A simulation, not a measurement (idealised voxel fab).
process module | voxel capacitor over wiring
The width of the displayed cross-section, cut, is 220 nm; its cells are square, with a size of 5 nm.
Throughout this document, each cross-section is represented as a grid of square cells and is presented as a sequence of bands enumerated from the top downward, where a band comprises one or more rows of cells. Band: top height; bottom height; in nm. Then, left to right: material with width in nm, for each material. "full width": a single material spanning edge to edge. "air": empty space. Heads up on the height convention: 0 is the point under which the incoming wafer is all one material, and the lowest band has no bottom, it just keeps going down, like "z 0 and below". Quick explanation for "30 to 40": the width changes in equal steps down the rows of cells, from the first number in the band's top row to the second number in its bottom row. The designation "nothing was modified", where it is given for a processing step, indicates that no cell of the cross-section was altered in the course of that step. Under "Voids lacking openings" you'll find the enclosed gaps, the ones with no way out to the top, that are 8 cells or bigger; each reads width x height at distance, with distance counted from the left edge, everything in nm. Note: text after step settings on the step line = simulator remark on that step. Regarding "overlay nm": on a step with a mask, it is the distance the mask lay to the right of its planned place; a negative value places it to the left.
Process steps - plan
1: op RECEIVE | material Si
2: op CONFORMAL_DEP | material SiO2 | thk nm 10
3: op DIRECTIONAL_DEP | material TiN | thk nm 5
4: op DIRECTIONAL_DEP | material W | thk nm 20
5: op MASKED_ETCH | tone cover | mask id METAL_1 | width nm 30 | pitch nm 100 | etch materials W | depth nm 20 | overlay nm 0
6: op MASKED_ETCH | tone cover | mask id METAL_1 | width nm 30 | pitch nm 100 | etch materials TiN | depth nm 5 | overlay nm 0
7: op CONFORMAL_DEP | material SiN | thk nm 5
8: op FILL_DEP | material lowk | thk nm 10
9: op CMP | height nm 35
10: op CONFORMAL_DEP | material SiCN | thk nm 5
11: op DIRECTIONAL_DEP | material lowk | thk nm 15
12: op PATTERN | tone open | mask id PLUG_1 | material resist | width nm 15 | thk nm 15 | overlay nm 0
13: op DIRECTIONAL_ETCH | etch materials lowk | depth nm 15
14: op DIRECTIONAL_ETCH | etch materials SiCN | depth nm 5
15: op STRIP | etch materials resist
16: op EPI | material Ru | thk nm 10
17: op EPI | material Ru | thk nm 10
18: op DIRECTIONAL_DEP | material TiN | thk nm 10
19: op DIRECTIONAL_DEP | material Al2O3 | thk nm 5
20: op DIRECTIONAL_DEP | material TiN | thk nm 5
21: op MASKED_ETCH | tone cover | mask id UPPER_PLATE | width nm 75 | etch materials TiN | depth nm 5 | overlay nm 0
22: op MASKED_ETCH | tone cover | mask id UPPER_PLATE | width nm 75 | etch materials Al2O3 | depth nm 5 | overlay nm 0
23: op MASKED_ETCH | tone cover | mask id LOWER_PLATE | width nm 85 | etch materials TiN | depth nm 10 | overlay nm 0
24: op FILL_DEP | material SiO2 | thk nm 15
25: op CMP | height nm 85
26: op MASKED_ETCH | tone open | mask id PLUG_2 | width nm 15 | etch materials SiO2 | depth nm 10 | overlay nm 0
27: op CONFORMAL_DEP | material TiN | thk nm 5
28: op FILL_DEP | material W | thk nm 10
29: op CMP | height nm 85
30: op CONFORMAL_DEP | material SiN | thk nm 5
As received (post step 1): cross-section
	z 0 and below  Si full width
	Voids lacking openings: none
Run as planned - first of the two wafers cross-sectioned at the end of the module
	z 90 to 85  SiN full width
	z 85 to 80  SiO2=70; TiN=5; W=5; TiN=5; SiO2=135
	z 80 to 70  SiO2=70 to 60; TiN=15 to 75; SiO2=135 to 85
	z 70 to 65  SiO2=60; Al2O3=75; SiO2=85
	z 65 to 55  SiO2=55; TiN=85; SiO2=80
	z 55 to 40  lowk=60; Ru=15; lowk=145
	z 40 to 35  SiCN=60; Ru=15; SiCN=145
	z 35 to 15  lowk=40; SiN=5; W=30; SiN=5; lowk=60; SiN=5; W=30; SiN=5; lowk=40
	z 15 to 10  SiN=45; TiN=30; SiN=70; TiN=30; SiN=45
	z 10 to 0  SiO2 full width
	z 0 and below  Si full width
	Voids lacking openings: none
Module end: cross-section of wafer two of two. Same start and process plan as the first wafer. One mistake during execution
	z 90 to 85  SiN full width
	z 85 to 80  SiO2=70; TiN=5; W=5; TiN=5; SiO2=135
	z 80 to 70  SiO2=70 to 75; TiN=15 to 60; SiO2=135 to 85
	z 70 to 65  SiO2=75; Al2O3=60; SiO2=85
	z 65 to 55  SiO2=55; TiN=5; SiO2=15; TiN=65; SiO2=80
	z 55 to 50  lowk=60; TiN=15; lowk=145
	z 50 to 45  lowk=60; Al2O3=15; lowk=145
	z 45 to 40  lowk=60; TiN=15; lowk=145
	z 40 to 35  SiCN=60; TiN=15; SiCN=145
	z 35 to 20  W=45; SiN=5; lowk=20; SiN=5; W=70; SiN=5; lowk=20; SiN=5; W=45
	z 20 to 15  W=45; SiN=30; W=70; SiN=30; W=45
	z 15 to 10  TiN full width
	z 10 to 0  SiO2 full width
	z 0 and below  Si full width
	Voids lacking openings: none
Deviation noted in wafer processing: step 5 did not use the planned setting and instead ran as op MASKED_ETCH | tone open | mask id METAL_1 | width nm 30 | pitch nm 100 | etch materials W | depth nm 20 | overlay nm 0
Bottom line after processing is that, in cells, the second wafer is up or down on some materials versus the first: -12 Ru | -24 SiN | +12 SiO2 | +32 TiN | +80 W | -88 lowk
